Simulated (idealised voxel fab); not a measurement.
process module | voxel ribs on slabs
cross-section cut | 245 nm wide | cells 5 nm
A cross-section is a grid of square cells, given in bands from the top down. A band is one or more rows of cells.
Each band's line starts with the height of the band's top and of its bottom, in nm. Then come its materials from left to right, each with its width in nm. One material with "throughout" fills the band from edge to edge. "air" is empty space.
Height 0 is the level under which the wafer as received is all one material. The lowest band goes on downwards, as in "0 down".
A width such as "30 to 40" changes by the same amount from each row of cells to the next, from the band's top row to its bottom row.
"no change" after a step means that no cell of the cross-section changed.
closed voids: empty space of 8 cells or more with no open way to the top, each as width x height at its distance from the left edge, in nm
after a step's settings: what the simulator itself notes on the step
overlay nm, on a step with a mask: how far to the right of its planned place the mask lay; to the left if negative
plan
1 op RECEIVE | material Si
2 op DIRECTIONAL_DEP | material SiO2 | thk nm 25
3 op DIRECTIONAL_DEP | material SiN | thk nm 25
4 op DIRECTIONAL_DEP | material aC | thk nm 15
5 op PATTERN | tone cover | mask id RIB | material resist | width nm 15 | thk nm 30 | overlay nm 0
6 op DIRECTIONAL_ETCH | etch materials aC | depth nm 15
7 op STRIP | etch materials resist
8 op DIRECTIONAL_ETCH | etch materials SiN | depth nm 5
9 op STRIP | etch materials aC
10 op MASKED_ETCH | tone cover | mask id SLAB | width nm 55 | etch materials SiN | depth nm 20 | overlay nm 0
11 op FILL_DEP | material SiO2 | thk nm 20
12 op CMP | height nm 65
13 op DIRECTIONAL_DEP | material TiN | thk nm 10
14 op PATTERN | tone cover | mask id HEATER | material resist | width nm 25 | thk nm 15 | overlay nm 0
15 op DIRECTIONAL_ETCH | etch materials TiN | depth nm 10
16 op STRIP | etch materials resist
17 op CONFORMAL_DEP | material SiN | thk nm 10
as received, after step 1
  0 down: Si throughout
  closed voids: none
first wafer at the end, as planned
  85 to 75: air 100 | SiN 45 | air 100
  75 to 65: SiN 110 | TiN 25 | SiN 110
  65 to 50: SiO2 throughout
  50 to 45: SiO2 115 | SiN 15 | SiO2 115
  45 to 25: SiO2 95 | SiN 55 | SiO2 95
  25 to 0: SiO2 throughout
  0 down: Si throughout
  closed voids: none
second wafer at the end: like start, like plan, one mistake
  85 to 75: air 100 | SiN 50 | air 95
  75 to 65: SiN 110 | TiN 30 | SiN 105
  65 to 50: SiO2 throughout
  50 to 45: SiO2 115 | SiN 15 | SiO2 115
  45 to 25: SiO2 95 | SiN 55 | SiO2 95
  25 to 0: SiO2 throughout
  0 down: Si throughout
  closed voids: none
what went wrong: step 14 ran as: op PATTERN | tone cover | mask id HEATER | material resist | width nm 30 | thk nm 15 | overlay nm 0
at the end the second wafer has, in cells: 2 more of TiN
